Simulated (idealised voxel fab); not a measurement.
Documented hereafter: the process module known as voxel air gaps.
Xsec cut, 285 nm wide, square cell size 5 nm.
Bands, listed from the top down, are how a cross-section gets written in this document; the cross-section itself is a grid of square cells, and a band is one or more rows of them. Band entry format. Leading values: height of top, height of bottom, nm. Remainder: materials in left-to-right order, each with its width in nm. Special words: "everywhere" on a single material, which then fills the band edge to edge; "blank", empty space. Measure heights from 0. That's the level where, below it, the as-received wafer is all one material. The lowest band is bottomless and extends downward; write it as in "0..down". Width "30->40": first value at the band's top row of cells, second value at its bottom row, equal change from row to row. Take "changes: none" at face value: in the step it is given for, the cross-section changed in none of its cells. What "Completely sealed voids" gives you is every empty space of 8 cells or more that is cut off from the top. Each appears as width x height at distance, with the distance taken from the left edge and width, height and distance all in nm. The remark found on a step's line after its settings is issued by the simulator itself and pertains to that step. Among the settings permitted on a step's line is "overlay nm"; applied to a step with a mask, it specifies the extent to which the mask lay to the right of its planned position, whereas a negative figure signifies a position to the left.
## These are the steps we planned for the process
step 1: RECEIVE,material Si
step 2: CONFORMAL_DEP,material SiO2,thk nm 10
step 3: CONFORMAL_DEP,material SiN,thk nm 5
step 4: DIRECTIONAL_DEP,material SiO2,thk nm 30
step 5: DIRECTIONAL_DEP,material aC,thk nm 15
step 6: PATTERN,tone open,mask id LINES,material resist,width nm 25,pitch nm 50,thk nm 30,overlay nm 0
step 7: DIRECTIONAL_ETCH,etch materials aC,depth nm 15
step 8: STRIP,etch materials resist
step 9: DIRECTIONAL_ETCH,etch materials SiO2,depth nm 30
step 10: STRIP,etch materials aC
step 11: CONFORMAL_DEP,material TiN,thk nm 5
step 12: FILL_DEP,material Cu,thk nm 5
step 13: CMP,height nm 45
step 14: EPI,material Ru,thk nm 10
step 15: SELECTIVE_ETCH,etch materials SiO2,depth nm 40
step 16: CONFORMAL_DEP,material SiN,thk nm 5
## Shown in cross-section is the wafer as received, that is, as it stands after step 1
* 0..down | Si everywhere
* Completely sealed voids: none
## End-of-module XS, first of two wafers, run as planned
* 60..55 | 40 of blank  205 of SiN  40 of blank
* 55..45 | 40 of blank  5 of SiN  45 of Ru  5 of SiN  45 of Ru  5 of SiN  45 of Ru  5 of SiN  45 of Ru  5 of SiN  40 of blank
* 45..40 | 40 of blank  15 of SiN  5 of TiN  15 of Cu  5 of TiN  25 of SiN  5 of TiN  15 of Cu  5 of TiN  25 of SiN  5 of TiN  15 of Cu  5 of TiN  25 of SiN  5 of TiN  15 of Cu  5 of TiN  15 of SiN  40 of blank
* 40..20 | 50 of blank  5 of SiN  5 of TiN  15 of Cu  5 of TiN  5 of SiN  15 of blank  5 of SiN  5 of TiN  15 of Cu  5 of TiN  5 of SiN  15 of blank  5 of SiN  5 of TiN  15 of Cu  5 of TiN  5 of SiN  15 of blank  5 of SiN  5 of TiN  15 of Cu  5 of TiN  5 of SiN  50 of blank
* 20..15 | 55 of SiN  25 of TiN  25 of SiN  25 of TiN  25 of SiN  25 of TiN  25 of SiN  25 of TiN  55 of SiN
* 15..10 | SiN everywhere
* 10..0 | SiO2 everywhere
* 0..down | Si everywhere
* Completely sealed voids: 15 x 20 at 85; 15 x 20 at 135; 15 x 20 at 185
## Cross-section, second wafer: same start as the first, same plan as the first, one mistake in running it; taken at the end of the module
* 65..60 | SiN everywhere
* 60..50 | Ru everywhere
* 50..45 | 60 of TiN  15 of Cu  35 of TiN  15 of Cu  35 of TiN  15 of Cu  35 of TiN  15 of Cu  60 of TiN
* 45..20 | 55 of SiO2  5 of TiN  15 of Cu  5 of TiN  25 of SiO2  5 of TiN  15 of Cu  5 of TiN  25 of SiO2  5 of TiN  15 of Cu  5 of TiN  25 of SiO2  5 of TiN  15 of Cu  5 of TiN  55 of SiO2
* 20..15 | 55 of SiO2  25 of TiN  25 of SiO2  25 of TiN  25 of SiO2  25 of TiN  25 of SiO2  25 of TiN  55 of SiO2
* 15..10 | SiN everywhere
* 10..0 | SiO2 everywhere
* 0..down | Si everywhere
* Completely sealed voids: none
Diagnosis: not per plan at step 13, really ran CMP,height nm 50
The closing comparison, in cells, has the second wafer with more or fewer of some materials than the first: 12 more of Cu | 42 more of Ru | 84 fewer of SiN | 222 more of SiO2 | 45 more of TiN
Ultimately, the number of closed voids is 3 in the first wafer and 0 in the second wafer.
